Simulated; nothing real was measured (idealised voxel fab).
Process module name: voxel fin reveal
This is section cut - it's 275 nm across, gridded in 5 nm square cells.
A cross-section is written here as square cells arranged in a grid, and it is given in bands from the top down, each band taking up one or more rows of cells. Basically the band line says how high the top is and how high the bottom is, in nm, and then what's in it from left to right, every material with its width in nm. Empty space shows up as "air", and if a single material carries "throughout" it runs the full band edge to edge. Note: height 0 marks the level under which the wafer is uniformly one material as received. Lowest band unbounded below, written "0 and below". The width entry "30 to 40" should be interpreted row by row: the top row of cells in the band takes the first number, the bottom row takes the second number, and the change between adjacent rows is uniform throughout. No cell of the cross-section changed in a step that is given as "no alteration". "Sealed cavities" enumerates empty spaces isolated from the top, with no open way to it, that contain at least 8 cells, giving each as width x height at distance from the left edge, all three in nm. If you see something after the settings on a step's line, that's the simulator's own remark about that step. overlay nm: mask offset rightward from planned place, masked step; negative means leftward offset.
Listed below are the process steps as planned
1,RECEIVE: material Si
2,CONFORMAL_DEP: material SiN, thk nm 5
3,PATTERN: tone cover, mask id FINS, material resist, width nm 15, pitch nm 35, thk nm 15, overlay nm 0
4,DIRECTIONAL_ETCH: etch materials SiN, depth nm 5
5,DIRECTIONAL_ETCH: etch materials Si, depth nm 40
6,STRIP: etch materials resist
7,FILL_DEP: material SiO2, thk nm 10
8,CMP: height nm 5
9,SELECTIVE_ETCH: etch materials SiO2, depth nm 25
10,STRIP: etch materials SiN
11,CONFORMAL_DEP: material HfO2, thk nm 5
Concerning the first of two wafers, which was run in accordance with the plan
This is the cross-section of the wafer as we received it, i.e. after step 1
  0 and below = Si throughout
  Sealed cavities: none
Cross-sectional representation of the wafer at the conclusion of step 2
  5 down to 0 = SiN throughout
  Unchanged below 0.
Cross-sectional representation of the wafer at the conclusion of step 3
  20 down to 5 = air=75, then resist=15, then air=20, then resist=15, then air=20, then resist=15, then air=20, then resist=15, then air=80
  Unchanged below 5.
Cross-sectional representation of the wafer at the conclusion of step 4
  20 down to 5 = air=75, then resist=15, then air=20, then resist=15, then air=20, then resist=15, then air=20, then resist=15, then air=80
  5 down to 0 = air=75, then SiN=15, then air=20, then SiN=15, then air=20, then SiN=15, then air=20, then SiN=15, then air=80
  Unchanged below 0.
Cross-sectional representation of the wafer at the conclusion of step 5
  20 down to 5 = air=75, then resist=15, then air=20, then resist=15, then air=20, then resist=15, then air=20, then resist=15, then air=80
  5 down to 0 = air=75, then SiN=15, then air=20, then SiN=15, then air=20, then SiN=15, then air=20, then SiN=15, then air=80
  0 down to -40 = air=75, then Si=15, then air=20, then Si=15, then air=20, then Si=15, then air=20, then Si=15, then air=80
  Unchanged below -40.
Cross-sectional representation of the wafer at the conclusion of step 6
  5 down to 0 = air=75, then SiN=15, then air=20, then SiN=15, then air=20, then SiN=15, then air=20, then SiN=15, then air=80
  Unchanged below 0.
Cross-sectional representation of the wafer at the conclusion of step 7
  15 down to 5 = SiO2 throughout
  5 down to 0 = SiO2=75, then SiN=15, then SiO2=20, then SiN=15, then SiO2=20, then SiN=15, then SiO2=20, then SiN=15, then SiO2=80
  0 down to -40 = SiO2=75, then Si=15, then SiO2=20, then Si=15, then SiO2=20, then Si=15, then SiO2=20, then Si=15, then SiO2=80
  Unchanged below -40.
Cross-sectional representation of the wafer at the conclusion of step 8
  5 down to 0 = SiO2=75, then SiN=15, then SiO2=20, then SiN=15, then SiO2=20, then SiN=15, then SiO2=20, then SiN=15, then SiO2=80
  Unchanged below 0.
Cross-sectional representation of the wafer at the conclusion of step 9
  5 down to 0 = air=75, then SiN=15, then air=20, then SiN=15, then air=20, then SiN=15, then air=20, then SiN=15, then air=80
  0 down to -20 = air=75, then Si=15, then air=20, then Si=15, then air=20, then Si=15, then air=20, then Si=15, then air=80
  Unchanged below -20.
Cross-sectional representation of the wafer at the conclusion of step 10
  0 down to -20 = air=75, then Si=15, then air=20, then Si=15, then air=20, then Si=15, then air=20, then Si=15, then air=80
  Unchanged below -20.
Cross-sectional representation of the wafer at the conclusion of step 11
  5 down to 0 = air=70, then HfO2=25, then air=10, then HfO2=25, then air=10, then HfO2=25, then air=10, then HfO2=25, then air=75
  0 down to -15 = air=70, then HfO2=5, then Si=15, then HfO2=5, then air=10, then HfO2=5, then Si=15, then HfO2=5, then air=10, then HfO2=5, then Si=15, then HfO2=5, then air=10, then HfO2=5, then Si=15, then HfO2=5, then air=75
  -15 down to -20 = HfO2=75, then Si=15, then HfO2=20, then Si=15, then HfO2=20, then Si=15, then HfO2=20, then Si=15, then HfO2=80
  Unchanged below -20.
Regarding the second of the two wafers: it shared the first wafer's starting condition and process plan, yet one error occurred during its execution. Its history coincides with that of the first wafer up to and including step 4
Cross-section of the second wafer corresponding to the planned conclusion of step 5
  20 down to 5 = air=75, then resist=15, then air=20, then resist=15, then air=20, then resist=15, then air=20, then resist=15, then air=80
  5 down to 0 = air=75, then SiN=15, then air=20, then SiN=15, then air=20, then SiN=15, then air=20, then SiN=15, then air=80
  0 down to -80 = air=75, then Si=15, then air=20, then Si=15, then air=20, then Si=15, then air=20, then Si=15, then air=80
  Unchanged below -80.
Cross-section of the second wafer corresponding to the planned conclusion of step 6
  5 down to 0 = air=75, then SiN=15, then air=20, then SiN=15, then air=20, then SiN=15, then air=20, then SiN=15, then air=80
  Unchanged below 0.
Cross-section of the second wafer corresponding to the planned conclusion of step 7
  15 down to 5 = SiO2 throughout
  5 down to 0 = SiO2=75, then SiN=15, then SiO2=20, then SiN=15, then SiO2=20, then SiN=15, then SiO2=20, then SiN=15, then SiO2=80
  0 down to -80 = SiO2=75, then Si=15, then SiO2=20, then Si=15, then SiO2=20, then Si=15, then SiO2=20, then Si=15, then SiO2=80
  Unchanged below -80.
Cross-section of the second wafer corresponding to the planned conclusion of step 8
  5 down to 0 = SiO2=75, then SiN=15, then SiO2=20, then SiN=15, then SiO2=20, then SiN=15, then SiO2=20, then SiN=15, then SiO2=80
  Unchanged below 0.
Cross-section of the second wafer corresponding to the planned conclusion of step 9
  5 down to 0 = air=75, then SiN=15, then air=20, then SiN=15, then air=20, then SiN=15, then air=20, then SiN=15, then air=80
  0 down to -20 = air=75, then Si=15, then air=20, then Si=15, then air=20, then Si=15, then air=20, then Si=15, then air=80
  Unchanged below -20.
Cross-section of the second wafer corresponding to the planned conclusion of step 10
  0 down to -20 = air=75, then Si=15, then air=20, then Si=15, then air=20, then Si=15, then air=20, then Si=15, then air=80
  Unchanged below -20.
Cross-section of the second wafer corresponding to the planned conclusion of step 11
  5 down to 0 = air=70, then HfO2=25, then air=10, then HfO2=25, then air=10, then HfO2=25, then air=10, then HfO2=25, then air=75
  0 down to -15 = air=70, then HfO2=5, then Si=15, then HfO2=5, then air=10, then HfO2=5, then Si=15, then HfO2=5, then air=10, then HfO2=5, then Si=15, then HfO2=5, then air=10, then HfO2=5, then Si=15, then HfO2=5, then air=75
  -15 down to -20 = HfO2=75, then Si=15, then HfO2=20, then Si=15, then HfO2=20, then Si=15, then HfO2=20, then Si=15, then HfO2=80
  Unchanged below -20.
Finding, execution versus plan: step 5 of the plan saw execution twice
Once processing is complete, comparing cell counts shows that the second wafer has more or fewer of certain materials than the first: 344 fewer of Si | 344 more of SiO2
